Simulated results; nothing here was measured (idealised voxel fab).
This is a process module. Its name is voxel self aligned contacts.
The figure presents cross-section cut, which has a width of 170 nm and is divided into square cells with an edge length of 5 nm.
The cross-sections in this document take the form of a grid made of square cells. They are written out as bands, in order from top to bottom. Each band consists of one or more rows of cells.
Band: top and bottom heights (nm) first, top before bottom; then materials from left to right, widths in nm. "all across" marks a sole material filling the band edge to edge. "air" denotes empty space.
Basically, 0 is our baseline, since under it the wafer straight out of the box is all one material. The bottom band has no lower end and keeps on going down, so it looks like "0 down".
A width given as "30..40" starts at the first number in the band's top row and ends at the second number in its bottom row, shifting by an equal amount at every step from row to row.
Any step labelled "no modification" changed none of the cells in the cross-section.
Closed-off voids of 8+ cells (no open route to the top) go in "Sealed voids", written width x height at distance from the left edge, in nm.
Anything after a step's settings on that line? It's the simulator's own note about the step.
"overlay nm" on a masked step: distance the mask lay right of its planned place, negative for left.
Read the rest as pairs. Take the cross-section before one process step, then the cross-section after it, which shows only down to the lowest band that changed. Under the pair, find the step between them and its settings. Bear in mind that pairs may come from different runs of this module on the same starting wafer: link a pair to the pair above it only where its entry headed "Before processing" says to.
-- Before processing
  0 down = Si all across
  Sealed voids: none
-- Post-Step Geometry
  5 to 0 = SiO2 all across
  Beneath the level 0, the cross-section is identical to its previous state.
  Sealed voids: none
Formally, the process step situated between the two cross-sections above is CONFORMAL_DEP, material SiO2, thk nm 5
Before processing: see preceding pair, after cross-section.
-- Post-Step Geometry
  35 to 5 = polySi all across
  Beneath the level 5, the cross-section is identical to its previous state.
  Sealed voids: none
Formally, the process step situated between the two cross-sections above is DIRECTIONAL_DEP, material polySi, thk nm 30
Before processing: see preceding pair, after cross-section.
-- Post-Step Geometry
  55 to 35 = SiN all across
  Beneath the level 35, the cross-section is identical to its previous state.
  Sealed voids: none
Formally, the process step situated between the two cross-sections above is DIRECTIONAL_DEP, material SiN, thk nm 20
Before processing: see preceding pair, after cross-section.
-- Post-Step Geometry
  55 to 35 = air 30 nm / SiN 35 nm / air 35 nm / SiN 35 nm / air 35 nm
  Beneath the level 35, the cross-section is identical to its previous state.
  Sealed voids: none
Formally, the process step situated between the two cross-sections above is MASKED_ETCH, tone cover, mask id GATE, width nm 35, pitch nm 70, etch materials SiN, depth nm 20, overlay nm 0
Before processing: see preceding pair, after cross-section.
-- Post-Step Geometry
  55 to 35 = air 30 nm / SiN 35 nm / air 35 nm / SiN 35 nm / air 35 nm
  35 to 5 = air 30 nm / polySi 35 nm / air 35 nm / polySi 35 nm / air 35 nm
  Beneath the level 5, the cross-section is identical to its previous state.
  Sealed voids: none
Formally, the process step situated between the two cross-sections above is MASKED_ETCH, tone cover, mask id GATE, width nm 35, pitch nm 70, etch materials polySi, depth nm 30, overlay nm 0
Before processing: see preceding pair, after cross-section.
-- Post-Step Geometry
  60 to 35 = air 25 nm / SiN 45 nm / air 25 nm / SiN 45 nm / air 30 nm
  35 to 10 = air 25 nm / SiN 5 nm / polySi 35 nm / SiN 5 nm / air 25 nm / SiN 5 nm / polySi 35 nm / SiN 5 nm / air 30 nm
  10 to 5 = SiN 30 nm / polySi 35 nm / SiN 35 nm / polySi 35 nm / SiN 35 nm
  Beneath the level 5, the cross-section is identical to its previous state.
  Sealed voids: none
Formally, the process step situated between the two cross-sections above is CONFORMAL_DEP, material SiN, thk nm 5
Before processing: see preceding pair, after cross-section.
-- Post-Step Geometry
  55 to 35 = air 25 nm / SiN 45 nm / air 25 nm / SiN 45 nm / air 30 nm
  35 to 5 = air 25 nm / SiN 5 nm / polySi 35 nm / SiN 5 nm / air 25 nm / SiN 5 nm / polySi 35 nm / SiN 5 nm / air 30 nm
  Beneath the level 5, the cross-section is identical to its previous state.
  Sealed voids: none
Formally, the process step situated between the two cross-sections above is DIRECTIONAL_ETCH, etch materials SiN, depth nm 5
Before processing: see preceding pair, after cross-section.
-- Post-Step Geometry
  75 to 55 = SiO2 all across
  55 to 35 = SiO2 25 nm / SiN 45 nm / SiO2 25 nm / SiN 45 nm / SiO2 30 nm
  35 to 5 = SiO2 25 nm / SiN 5 nm / polySi 35 nm / SiN 5 nm / SiO2 25 nm / SiN 5 nm / polySi 35 nm / SiN 5 nm / SiO2 30 nm
  Beneath the level 5, the cross-section is identical to its previous state.
  Sealed voids: none
Formally, the process step situated between the two cross-sections above is FILL_DEP, material SiO2, thk nm 20
Before processing: see preceding pair, after cross-section.
-- Post-Step Geometry
  65 to 55 = SiO2 all across
  Beneath the level 55, the cross-section is identical to its previous state.
  Sealed voids: none
Formally, the process step situated between the two cross-sections above is CMP, height nm 65
Before processing: see preceding pair, after cross-section.
-- Post-Step Geometry
  65 to 55 = SiO2 60 nm / air 45 nm / SiO2 65 nm
  55 to 35 = SiO2 25 nm / SiN 45 nm / air 25 nm / SiN 45 nm / SiO2 30 nm
  35 to 5 = SiO2 25 nm / SiN 5 nm / polySi 35 nm / SiN 5 nm / air 25 nm / SiN 5 nm / polySi 35 nm / SiN 5 nm / SiO2 30 nm
  5 to 0 = SiO2 70 nm / air 25 nm / SiO2 75 nm
  Beneath the level 0, the cross-section is identical to its previous state.
  Sealed voids: none
Formally, the process step situated between the two cross-sections above is MASKED_ETCH, tone open, mask id CONTACT, width nm 45, etch materials SiO2, depth nm 65, overlay nm 0
Before processing: see preceding pair, after cross-section.
-- Post-Step Geometry
  70 to 65 = TiN 65 nm / air 35 nm / TiN 70 nm
  65 to 55 = SiO2 60 nm / TiN 5..15 nm / air 35..15 nm / TiN 5..15 nm / SiO2 65 nm
  55 to 35 = SiO2 25 nm / SiN 45 nm / TiN 5 nm / air 15 nm / TiN 5 nm / SiN 45 nm / SiO2 30 nm
  35 to 5 = SiO2 25 nm / SiN 5 nm / polySi 35 nm / SiN 5 nm / TiN 5 nm / air 15 nm / TiN 5 nm / SiN 5 nm / polySi 35 nm / SiN 5 nm / SiO2 30 nm
  5 to 0 = SiO2 70 nm / TiN 25 nm / SiO2 75 nm
  Beneath the level 0, the cross-section is identical to its previous state.
  Sealed voids: none
Formally, the process step situated between the two cross-sections above is CONFORMAL_DEP, material TiN, thk nm 5
Before processing: see preceding pair, after cross-section.
-- Post-Step Geometry
  80 to 70 = Ru all across
  70 to 65 = TiN 65 nm / Ru 35 nm / TiN 70 nm
  65 to 55 = SiO2 60 nm / TiN 5..15 nm / Ru 35..15 nm / TiN 5..15 nm / SiO2 65 nm
  55 to 35 = SiO2 25 nm / SiN 45 nm / TiN 5 nm / Ru 15 nm / TiN 5 nm / SiN 45 nm / SiO2 30 nm
  35 to 5 = SiO2 25 nm / SiN 5 nm / polySi 35 nm / SiN 5 nm / TiN 5 nm / Ru 15 nm / TiN 5 nm / SiN 5 nm / polySi 35 nm / SiN 5 nm / SiO2 30 nm
  Beneath the level 5, the cross-section is identical to its previous state.
  Sealed voids: none
Formally, the process step situated between the two cross-sections above is FILL_DEP, material Ru, thk nm 10
Before processing: see preceding pair, after cross-section.
-- Post-Step Geometry
  65 to 55 = SiO2 60 nm / TiN 5..15 nm / Ru 35..15 nm / TiN 5..15 nm / SiO2 65 nm
  Beneath the level 55, the cross-section is identical to its previous state.
  Sealed voids: none
Formally, the process step situated between the two cross-sections above is CMP, height nm 65
Before processing: see preceding pair, after cross-section.
-- Post-Step Geometry
  70 to 65 = SiCN all across
  Beneath the level 65, the cross-section is identical to its previous state.
  Sealed voids: none
Formally, the process step situated between the two cross-sections above is CONFORMAL_DEP, material SiCN, thk nm 5
-- Before processing
  80 to 70 = Ru all across
  70 to 65 = TiN 65 nm / Ru 35 nm / TiN 70 nm
  65 to 55 = SiO2 60 nm / TiN 5..15 nm / Ru 35..15 nm / TiN 5..15 nm / SiO2 65 nm
  55 to 35 = SiO2 25 nm / SiN 45 nm / TiN 5 nm / Ru 15 nm / TiN 5 nm / SiN 45 nm / SiO2 30 nm
  35 to 5 = SiO2 25 nm / SiN 5 nm / polySi 35 nm / SiN 5 nm / TiN 5 nm / Ru 15 nm / TiN 5 nm / SiN 5 nm / polySi 35 nm / SiN 5 nm / SiO2 30 nm
  5 to 0 = SiO2 70 nm / TiN 25 nm / SiO2 75 nm
  0 down = Si all across
  Sealed voids: none
-- Post-Step Geometry
  85 to 80 = SiCN all across
  Beneath the level 80, the cross-section is identical to its previous state.
  Sealed voids: none
Formally, the process step situated between the two cross-sections above is CONFORMAL_DEP, material SiCN, thk nm 5
-- Before processing
  55 to 35 = SiN all across
  35 to 5 = polySi all across
  5 to 0 = SiO2 all across
  0 down = Si all across
  Sealed voids: none
-- Post-Step Geometry
  75 to 35 = SiN all across
  Beneath the level 35, the cross-section is identical to its previous state.
  Sealed voids: none
Formally, the process step situated between the two cross-sections above is DIRECTIONAL_DEP, material SiN, thk nm 20
Before processing: see preceding pair, after cross-section.
-- Post-Step Geometry
  75 to 55 = air 30 nm / SiN 35 nm / air 35 nm / SiN 35 nm / air 35 nm
  Beneath the level 55, the cross-section is identical to its previous state.
  Sealed voids: none
Formally, the process step situated between the two cross-sections above is MASKED_ETCH, tone cover, mask id GATE, width nm 35, pitch nm 70, etch materials SiN, depth nm 20, overlay nm 0
Before processing: see preceding pair, after cross-section.
-- Post-Step Geometry
  80 to 60 = air 25 nm / SiN 45 nm / air 25 nm / SiN 45 nm / air 30 nm
  60 to 35 = SiN all across
  Beneath the level 35, the cross-section is identical to its previous state.
  Sealed voids: none
Formally, the process step situated between the two cross-sections above is CONFORMAL_DEP, material SiN, thk nm 5
Before processing: see preceding pair, after cross-section.
-- Post-Step Geometry
  75 to 55 = air 25 nm / SiN 45 nm / air 25 nm / SiN 45 nm / air 30 nm
  Beneath the level 55, the cross-section is identical to its previous state.
  Sealed voids: none
Formally, the process step situated between the two cross-sections above is DIRECTIONAL_ETCH, etch materials SiN, depth nm 5
Before processing: see preceding pair, after cross-section.
-- Post-Step Geometry
  95 to 75 = SiO2 all across
  75 to 55 = SiO2 25 nm / SiN 45 nm / SiO2 25 nm / SiN 45 nm / SiO2 30 nm
  Beneath the level 55, the cross-section is identical to its previous state.
  Sealed voids: none
Formally, the process step situated between the two cross-sections above is FILL_DEP, material SiO2, thk nm 20
Before processing: see preceding pair, after cross-section.
-- Post-Step Geometry
  65 to 55 = SiO2 25 nm / SiN 45 nm / SiO2 25 nm / SiN 45 nm / SiO2 30 nm
  Beneath the level 55, the cross-section is identical to its previous state.
  Sealed voids: none
Formally, the process step situated between the two cross-sections above is CMP, height nm 65
Before processing: see preceding pair, after cross-section.
-- Post-Step Geometry
  65 to 55 = SiO2 25 nm / SiN 45 nm / air 25 nm / SiN 45 nm / SiO2 30 nm
  Beneath the level 55, the cross-section is identical to its previous state.
  Sealed voids: none
Formally, the process step situated between the two cross-sections above is MASKED_ETCH, tone open, mask id CONTACT, width nm 45, etch materials SiO2, depth nm 65, overlay nm 0
Before processing: see preceding pair, after cross-section.
-- Post-Step Geometry
  70 to 65 = TiN 75 nm / air 15 nm / TiN 80 nm
  65 to 60 = SiO2 25 nm / SiN 45 nm / TiN 5 nm / air 15 nm / TiN 5 nm / SiN 45 nm / SiO2 30 nm
  60 to 55 = SiO2 25 nm / SiN 45 nm / TiN 25 nm / SiN 45 nm / SiO2 30 nm
  Beneath the level 55, the cross-section is identical to its previous state.
  Sealed voids: none
Formally, the process step situated between the two cross-sections above is CONFORMAL_DEP, material TiN, thk nm 5
Before processing: see preceding pair, after cross-section.
-- Post-Step Geometry
  80 to 70 = Ru all across
  70 to 65 = TiN 75 nm / Ru 15 nm / TiN 80 nm
  65 to 60 = SiO2 25 nm / SiN 45 nm / TiN 5 nm / Ru 15 nm / TiN 5 nm / SiN 45 nm / SiO2 30 nm
  Beneath the level 60, the cross-section is identical to its previous state.
  Sealed voids: none
Formally, the process step situated between the two cross-sections above is FILL_DEP, material Ru, thk nm 10
Before processing: see preceding pair, after cross-section.
-- Post-Step Geometry
  65 to 60 = SiO2 25 nm / SiN 45 nm / TiN 5 nm / Ru 15 nm / TiN 5 nm / SiN 45 nm / SiO2 30 nm
  Beneath the level 60, the cross-section is identical to its previous state.
  Sealed voids: none
Formally, the process step situated between the two cross-sections above is CMP, height nm 65
Before processing: see preceding pair, after cross-section.
-- Post-Step Geometry
  70 to 65 = SiCN all across
  Beneath the level 65, the cross-section is identical to its previous state.
  Sealed voids: none
Formally, the process step situated between the two cross-sections above is CONFORMAL_DEP, material SiCN, thk nm 5
-- Before processing
  55 to 35 = air 30 nm / SiN 35 nm / air 35 nm / SiN 35 nm / air 35 nm
  35 to 5 = air 30 nm / polySi 35 nm / air 35 nm / polySi 35 nm / air 35 nm
  5 to 0 = SiO2 all across
  0 down = Si all across
  Sealed voids: none
-- Post-Step Geometry
  50 to 35 = air 30 nm / SiN 35 nm / air 35 nm / SiN 35 nm / air 35 nm
  Beneath the level 35, the cross-section is identical to its previous state.
  Sealed voids: none
Formally, the process step situated between the two cross-sections above is DIRECTIONAL_ETCH, etch materials SiN, depth nm 5
Before processing: see preceding pair, after cross-section.
-- Post-Step Geometry
  55 to 35 = air 25 nm / SiN 45 nm / air 25 nm / SiN 45 nm / air 30 nm
  35 to 10 = air 25 nm / SiN 5 nm / polySi 35 nm / SiN 5 nm / air 25 nm / SiN 5 nm / polySi 35 nm / SiN 5 nm / air 30 nm
  10 to 5 = SiN 30 nm / polySi 35 nm / SiN 35 nm / polySi 35 nm / SiN 35 nm
  Beneath the level 5, the cross-section is identical to its previous state.
  Sealed voids: none
Formally, the process step situated between the two cross-sections above is CONFORMAL_DEP, material SiN, thk nm 5
Before processing: see preceding pair, after cross-section.
-- Post-Step Geometry
  75 to 55 = SiO2 all across
  55 to 35 = SiO2 25 nm / SiN 45 nm / SiO2 25 nm / SiN 45 nm / SiO2 30 nm
  35 to 10 = SiO2 25 nm / SiN 5 nm / polySi 35 nm / SiN 5 nm / SiO2 25 nm / SiN 5 nm / polySi 35 nm / SiN 5 nm / SiO2 30 nm
  Beneath the level 10, the cross-section is identical to its previous state.
  Sealed voids: none
Formally, the process step situated between the two cross-sections above is FILL_DEP, material SiO2, thk nm 20
Before processing: see preceding pair, after cross-section.
-- Post-Step Geometry
  65 to 55 = SiO2 all across
  Beneath the level 55, the cross-section is identical to its previous state.
  Sealed voids: none
Formally, the process step situated between the two cross-sections above is CMP, height nm 65
Before processing: see preceding pair, after cross-section.
-- Post-Step Geometry
  65 to 55 = SiO2 60 nm / air 45 nm / SiO2 65 nm
  55 to 35 = SiO2 25 nm / SiN 45 nm / air 25 nm / SiN 45 nm / SiO2 30 nm
  35 to 10 = SiO2 25 nm / SiN 5 nm / polySi 35 nm / SiN 5 nm / air 25 nm / SiN 5 nm / polySi 35 nm / SiN 5 nm / SiO2 30 nm
  Beneath the level 10, the cross-section is identical to its previous state.
  Sealed voids: none
Formally, the process step situated between the two cross-sections above is MASKED_ETCH, tone open, mask id CONTACT, width nm 45, etch materials SiO2, depth nm 65, overlay nm 0
Before processing: see preceding pair, after cross-section.
-- Post-Step Geometry
  70 to 65 = TiN 65 nm / air 35 nm / TiN 70 nm
  65 to 55 = SiO2 60 nm / TiN 5..15 nm / air 35..15 nm / TiN 5..15 nm / SiO2 65 nm
  55 to 35 = SiO2 25 nm / SiN 45 nm / TiN 5 nm / air 15 nm / TiN 5 nm / SiN 45 nm / SiO2 30 nm
  35 to 15 = SiO2 25 nm / SiN 5 nm / polySi 35 nm / SiN 5 nm / TiN 5 nm / air 15 nm / TiN 5 nm / SiN 5 nm / polySi 35 nm / SiN 5 nm / SiO2 30 nm
  15 to 10 = SiO2 25 nm / SiN 5 nm / polySi 35 nm / SiN 5 nm / TiN 25 nm / SiN 5 nm / polySi 35 nm / SiN 5 nm / SiO2 30 nm
  Beneath the level 10, the cross-section is identical to its previous state.
  Sealed voids: none
Formally, the process step situated between the two cross-sections above is CONFORMAL_DEP, material TiN, thk nm 5
Before processing: see preceding pair, after cross-section.
-- Post-Step Geometry
  80 to 70 = Ru all across
  70 to 65 = TiN 65 nm / Ru 35 nm / TiN 70 nm
  65 to 55 = SiO2 60 nm / TiN 5..15 nm / Ru 35..15 nm / TiN 5..15 nm / SiO2 65 nm
  55 to 35 = SiO2 25 nm / SiN 45 nm / TiN 5 nm / Ru 15 nm / TiN 5 nm / SiN 45 nm / SiO2 30 nm
  35 to 15 = SiO2 25 nm / SiN 5 nm / polySi 35 nm / SiN 5 nm / TiN 5 nm / Ru 15 nm / TiN 5 nm / SiN 5 nm / polySi 35 nm / SiN 5 nm / SiO2 30 nm
  Beneath the level 15, the cross-section is identical to its previous state.
  Sealed voids: none
Formally, the process step situated between the two cross-sections above is FILL_DEP, material Ru, thk nm 10
Before processing: see preceding pair, after cross-section.
-- Post-Step Geometry
  65 to 55 = SiO2 60 nm / TiN 5..15 nm / Ru 35..15 nm / TiN 5..15 nm / SiO2 65 nm
  Beneath the level 55, the cross-section is identical to its previous state.
  Sealed voids: none
Formally, the process step situated between the two cross-sections above is CMP, height nm 65
Before processing: see preceding pair, after cross-section.
-- Post-Step Geometry
  70 to 65 = SiCN all across
  Beneath the level 65, the cross-section is identical to its previous state.
  Sealed voids: none
Formally, the process step situated between the two cross-sections above is CONFORMAL_DEP, material SiCN, thk nm 5
-- Before processing
  75 to 55 = SiO2 all across
  55 to 35 = SiO2 25 nm / SiN 45 nm / SiO2 25 nm / SiN 45 nm / SiO2 30 nm
  35 to 5 = SiO2 25 nm / SiN 5 nm / polySi 35 nm / SiN 5 nm / SiO2 25 nm / SiN 5 nm / polySi 35 nm / SiN 5 nm / SiO2 30 nm
  5 to 0 = SiO2 all across
  0 down = Si all across
  Sealed voids: none
-- Post-Step Geometry
  55 to 35 = SiO2 25 nm / SiN 45 nm / SiO2 25 nm / SiN 45 nm / SiO2 30 nm
  Beneath the level 35, the cross-section is identical to its previous state.
  Sealed voids: none
Formally, the process step situated between the two cross-sections above is CMP, height nm 55
Before processing: see preceding pair, after cross-section.
-- Post-Step Geometry
  55 to 35 = SiO2 25 nm / SiN 45 nm / air 25 nm / SiN 45 nm / SiO2 30 nm
  35 to 5 = SiO2 25 nm / SiN 5 nm / polySi 35 nm / SiN 5 nm / air 25 nm / SiN 5 nm / polySi 35 nm / SiN 5 nm / SiO2 30 nm
  5 to 0 = SiO2 70 nm / air 25 nm / SiO2 75 nm
  Beneath the level 0, the cross-section is identical to its previous state.
  Sealed voids: none
Formally, the process step situated between the two cross-sections above is MASKED_ETCH, tone open, mask id CONTACT, width nm 45, etch materials SiO2, depth nm 65, overlay nm 0
Before processing: see preceding pair, after cross-section.
-- Post-Step Geometry
  60 to 55 = TiN 75 nm / air 15 nm / TiN 80 nm
  55 to 35 = SiO2 25 nm / SiN 45 nm / TiN 5 nm / air 15 nm / TiN 5 nm / SiN 45 nm / SiO2 30 nm
  35 to 5 = SiO2 25 nm / SiN 5 nm / polySi 35 nm / SiN 5 nm / TiN 5 nm / air 15 nm / TiN 5 nm / SiN 5 nm / polySi 35 nm / SiN 5 nm / SiO2 30 nm
  5 to 0 = SiO2 70 nm / TiN 25 nm / SiO2 75 nm
  Beneath the level 0, the cross-section is identical to its previous state.
  Sealed voids: none
Formally, the process step situated between the two cross-sections above is CONFORMAL_DEP, material TiN, thk nm 5
Before processing: see preceding pair, after cross-section.
-- Post-Step Geometry
  70 to 60 = Ru all across
  60 to 55 = TiN 75 nm / Ru 15 nm / TiN 80 nm
  55 to 35 = SiO2 25 nm / SiN 45 nm / TiN 5 nm / Ru 15 nm / TiN 5 nm / SiN 45 nm / SiO2 30 nm
  35 to 5 = SiO2 25 nm / SiN 5 nm / polySi 35 nm / SiN 5 nm / TiN 5 nm / Ru 15 nm / TiN 5 nm / SiN 5 nm / polySi 35 nm / SiN 5 nm / SiO2 30 nm
  Beneath the level 5, the cross-section is identical to its previous state.
  Sealed voids: none
Formally, the process step situated between the two cross-sections above is FILL_DEP, material Ru, thk nm 10
Before processing: see preceding pair, after cross-section.
-- Post-Step Geometry
  65 to 60 = Ru all across
  Beneath the level 60, the cross-section is identical to its previous state.
  Sealed voids: none
Formally, the process step situated between the two cross-sections above is CMP, height nm 65
Before processing: see preceding pair, after cross-section.
-- Post-Step Geometry
  70 to 65 = SiCN all across
  Beneath the level 65, the cross-section is identical to its previous state.
  Sealed voids: none
Formally, the process step situated between the two cross-sections above is CONFORMAL_DEP, material SiCN, thk nm 5
-- Before processing
  55 to 35 = SiN all across
  35 to 5 = polySi all across
  5 to 0 = SiO2 all across
  0 down = Si all across
  Sealed voids: none
-- Post-Step Geometry
  55 to 35 = air 25 nm / SiN 45 nm / air 25 nm / SiN 45 nm / air 30 nm
  Beneath the level 35, the cross-section is identical to its previous state.
  Sealed voids: none
Formally, the process step situated between the two cross-sections above is MASKED_ETCH, tone cover, mask id GATE, width nm 45, pitch nm 70, etch materials SiN, depth nm 20, overlay nm 0
Before processing: see preceding pair, after cross-section.
-- Post-Step Geometry
  55 to 35 = air 25 nm / SiN 45 nm / air 25 nm / SiN 45 nm / air 30 nm
  35 to 5 = air 25 nm / polySi 45 nm / air 25 nm / polySi 45 nm / air 30 nm
  Beneath the level 5, the cross-section is identical to its previous state.
  Sealed voids: none
Formally, the process step situated between the two cross-sections above is MASKED_ETCH, tone cover, mask id GATE, width nm 35, pitch nm 70, etch materials polySi, depth nm 30, overlay nm 0
Before processing: see preceding pair, after cross-section.
-- Post-Step Geometry
  60 to 35 = air 20 nm / SiN 55 nm / air 15 nm / SiN 55 nm / air 25 nm
  35 to 10 = air 20 nm / SiN 5 nm / polySi 45 nm / SiN 5 nm / air 15 nm / SiN 5 nm / polySi 45 nm / SiN 5 nm / air 25 nm
  10 to 5 = SiN 25 nm / polySi 45 nm / SiN 25 nm / polySi 45 nm / SiN 30 nm
  Beneath the level 5, the cross-section is identical to its previous state.
  Sealed voids: none
Formally, the process step situated between the two cross-sections above is CONFORMAL_DEP, material SiN, thk nm 5
Before processing: see preceding pair, after cross-section.
-- Post-Step Geometry
  55 to 35 = air 20 nm / SiN 55 nm / air 15 nm / SiN 55 nm / air 25 nm
  35 to 5 = air 20 nm / SiN 5 nm / polySi 45 nm / SiN 5 nm / air 15 nm / SiN 5 nm / polySi 45 nm / SiN 5 nm / air 25 nm
  Beneath the level 5, the cross-section is identical to its previous state.
  Sealed voids: none
Formally, the process step situated between the two cross-sections above is DIRECTIONAL_ETCH, etch materials SiN, depth nm 5
Before processing: see preceding pair, after cross-section.
-- Post-Step Geometry
  75 to 55 = SiO2 all across
  55 to 35 = SiO2 20 nm / SiN 55 nm / SiO2 15 nm / SiN 55 nm / SiO2 25 nm
  35 to 5 = SiO2 20 nm / SiN 5 nm / polySi 45 nm / SiN 5 nm / SiO2 15 nm / SiN 5 nm / polySi 45 nm / SiN 5 nm / SiO2 25 nm
  Beneath the level 5, the cross-section is identical to its previous state.
  Sealed voids: none
Formally, the process step situated between the two cross-sections above is FILL_DEP, material SiO2, thk nm 20
Before processing: see preceding pair, after cross-section.
-- Post-Step Geometry
  65 to 55 = SiO2 all across
  Beneath the level 55, the cross-section is identical to its previous state.
  Sealed voids: none
Formally, the process step situated between the two cross-sections above is CMP, height nm 65
Before processing: see preceding pair, after cross-section.
-- Post-Step Geometry
  65 to 55 = SiO2 60 nm / air 45 nm / SiO2 65 nm
  55 to 35 = SiO2 20 nm / SiN 55 nm / air 15 nm / SiN 55 nm / SiO2 25 nm
  35 to 5 = SiO2 20 nm / SiN 5 nm / polySi 45 nm / SiN 5 nm / air 15 nm / SiN 5 nm / polySi 45 nm / SiN 5 nm / SiO2 25 nm
  5 to 0 = SiO2 75 nm / air 15 nm / SiO2 80 nm
  Beneath the level 0, the cross-section is identical to its previous state.
  Sealed voids: none
Formally, the process step situated between the two cross-sections above is MASKED_ETCH, tone open, mask id CONTACT, width nm 45, etch materials SiO2, depth nm 65, overlay nm 0
Before processing: see preceding pair, after cross-section.
-- Post-Step Geometry
  70 to 65 = TiN 65 nm / air 35 nm / TiN 70 nm
  65 to 55 = SiO2 60 nm / TiN 5..20 nm / air 35..5 nm / TiN 5..20 nm / SiO2 65 nm
  55 to 35 = SiO2 20 nm / SiN 55 nm / TiN 5 nm / air 5 nm / TiN 5 nm / SiN 55 nm / SiO2 25 nm
  35 to 5 = SiO2 20 nm / SiN 5 nm / polySi 45 nm / SiN 5 nm / TiN 5 nm / air 5 nm / TiN 5 nm / SiN 5 nm / polySi 45 nm / SiN 5 nm / SiO2 25 nm
  5 to 0 = SiO2 75 nm / TiN 15 nm / SiO2 80 nm
  Beneath the level 0, the cross-section is identical to its previous state.
  Sealed voids: none
Formally, the process step situated between the two cross-sections above is CONFORMAL_DEP, material TiN, thk nm 5
Before processing: see preceding pair, after cross-section.
-- Post-Step Geometry
  80 to 70 = Ru all across
  70 to 65 = TiN 65 nm / Ru 35 nm / TiN 70 nm
  65 to 55 = SiO2 60 nm / TiN 5..20 nm / Ru 35..5 nm / TiN 5..20 nm / SiO2 65 nm
  55 to 35 = SiO2 20 nm / SiN 55 nm / TiN 5 nm / Ru 5 nm / TiN 5 nm / SiN 55 nm / SiO2 25 nm
  35 to 5 = SiO2 20 nm / SiN 5 nm / polySi 45 nm / SiN 5 nm / TiN 5 nm / Ru 5 nm / TiN 5 nm / SiN 5 nm / polySi 45 nm / SiN 5 nm / SiO2 25 nm
  Beneath the level 5, the cross-section is identical to its previous state.
  Sealed voids: none
Formally, the process step situated between the two cross-sections above is FILL_DEP, material Ru, thk nm 10
Before processing: see preceding pair, after cross-section.
-- Post-Step Geometry
  65 to 55 = SiO2 60 nm / TiN 5..20 nm / Ru 35..5 nm / TiN 5..20 nm / SiO2 65 nm
  Beneath the level 55, the cross-section is identical to its previous state.
  Sealed voids: none
Formally, the process step situated between the two cross-sections above is CMP, height nm 65
Before processing: see preceding pair, after cross-section.
-- Post-Step Geometry
  70 to 65 = SiCN all across
  Beneath the level 65, the cross-section is identical to its previous state.
  Sealed voids: none
Formally, the process step situated between the two cross-sections above is CONFORMAL_DEP, material SiCN, thk nm 5
-- Before processing
  65 to 55 = SiO2 all across
  55 to 35 = SiO2 25 nm / SiN 45 nm / SiO2 25 nm / SiN 45 nm / SiO2 30 nm
  35 to 5 = SiO2 25 nm / SiN 5 nm / polySi 35 nm / SiN 5 nm / SiO2 25 nm / SiN 5 nm / polySi 35 nm / SiN 5 nm / SiO2 30 nm
  5 to 0 = SiO2 all across
  0 down = Si all across
  Sealed voids: none
-- Post-Step Geometry
  65 to 55 = SiO2 70 nm / air 45 nm / SiO2 55 nm
  55 to 35 = SiO2 25 nm / SiN 45 nm / air 25 nm / SiN 45 nm / SiO2 30 nm
  35 to 5 = SiO2 25 nm / SiN 5 nm / polySi 35 nm / SiN 5 nm / air 25 nm / SiN 5 nm / polySi 35 nm / SiN 5 nm / SiO2 30 nm
  5 to 0 = SiO2 70 nm / air 25 nm / SiO2 75 nm
  Beneath the level 0, the cross-section is identical to its previous state.
  Sealed voids: none
Formally, the process step situated between the two cross-sections above is MASKED_ETCH, tone open, mask id CONTACT, width nm 45, etch materials SiO2, depth nm 65, overlay nm 10
Before processing: see preceding pair, after cross-section.
-- Post-Step Geometry
  70 to 65 = TiN 75 nm / air 35 nm / TiN 60 nm
  65 to 55 = SiO2 70 nm / TiN 5 nm / air 35..15 nm / TiN 5..25 nm / SiO2 55 nm
  55 to 35 = SiO2 25 nm / SiN 45 nm / TiN 5 nm / air 15 nm / TiN 5 nm / SiN 45 nm / SiO2 30 nm
  35 to 5 = SiO2 25 nm / SiN 5 nm / polySi 35 nm / SiN 5 nm / TiN 5 nm / air 15 nm / TiN 5 nm / SiN 5 nm / polySi 35 nm / SiN 5 nm / SiO2 30 nm
  5 to 0 = SiO2 70 nm / TiN 25 nm / SiO2 75 nm
  Beneath the level 0, the cross-section is identical to its previous state.
  Sealed voids: none
Formally, the process step situated between the two cross-sections above is CONFORMAL_DEP, material TiN, thk nm 5
Before processing: see preceding pair, after cross-section.
-- Post-Step Geometry
  80 to 70 = Ru all across
  70 to 65 = TiN 75 nm / Ru 35 nm / TiN 60 nm
  65 to 55 = SiO2 70 nm / TiN 5 nm / Ru 35..15 nm / TiN 5..25 nm / SiO2 55 nm
  55 to 35 = SiO2 25 nm / SiN 45 nm / TiN 5 nm / Ru 15 nm / TiN 5 nm / SiN 45 nm / SiO2 30 nm
  35 to 5 = SiO2 25 nm / SiN 5 nm / polySi 35 nm / SiN 5 nm / TiN 5 nm / Ru 15 nm / TiN 5 nm / SiN 5 nm / polySi 35 nm / SiN 5 nm / SiO2 30 nm
  Beneath the level 5, the cross-section is identical to its previous state.
  Sealed voids: none
Formally, the process step situated between the two cross-sections above is FILL_DEP, material Ru, thk nm 10
Before processing: see preceding pair, after cross-section.
-- Post-Step Geometry
  65 to 55 = SiO2 70 nm / TiN 5 nm / Ru 35..15 nm / TiN 5..25 nm / SiO2 55 nm
  Beneath the level 55, the cross-section is identical to its previous state.
  Sealed voids: none
Formally, the process step situated between the two cross-sections above is CMP, height nm 65
Before processing: see preceding pair, after cross-section.
-- Post-Step Geometry
  70 to 65 = SiCN all across
  Beneath the level 65, the cross-section is identical to its previous state.
  Sealed voids: none
Formally, the process step situated between the two cross-sections above is CONFORMAL_DEP, material SiCN, thk nm 5
-- Before processing
  35 to 5 = polySi all across
  5 to 0 = SiO2 all across
  0 down = Si all across
  Sealed voids: none
-- Post-Step Geometry
  55 to 5 = polySi all across
  Beneath the level 5, the cross-section is identical to its previous state.
  Sealed voids: none
Formally, the process step situated between the two cross-sections above is DIRECTIONAL_DEP, material polySi, thk nm 20
Before processing: see preceding pair, after cross-section.
-- Post-Step Geometry
  55 to 25 = air 30 nm / polySi 35 nm / air 35 nm / polySi 35 nm / air 35 nm
  Beneath the level 25, the cross-section is identical to its previous state.
  Sealed voids: none
Formally, the process step situated between the two cross-sections above is MASKED_ETCH, tone cover, mask id GATE, width nm 35, pitch nm 70, etch materials polySi, depth nm 30, overlay nm 0
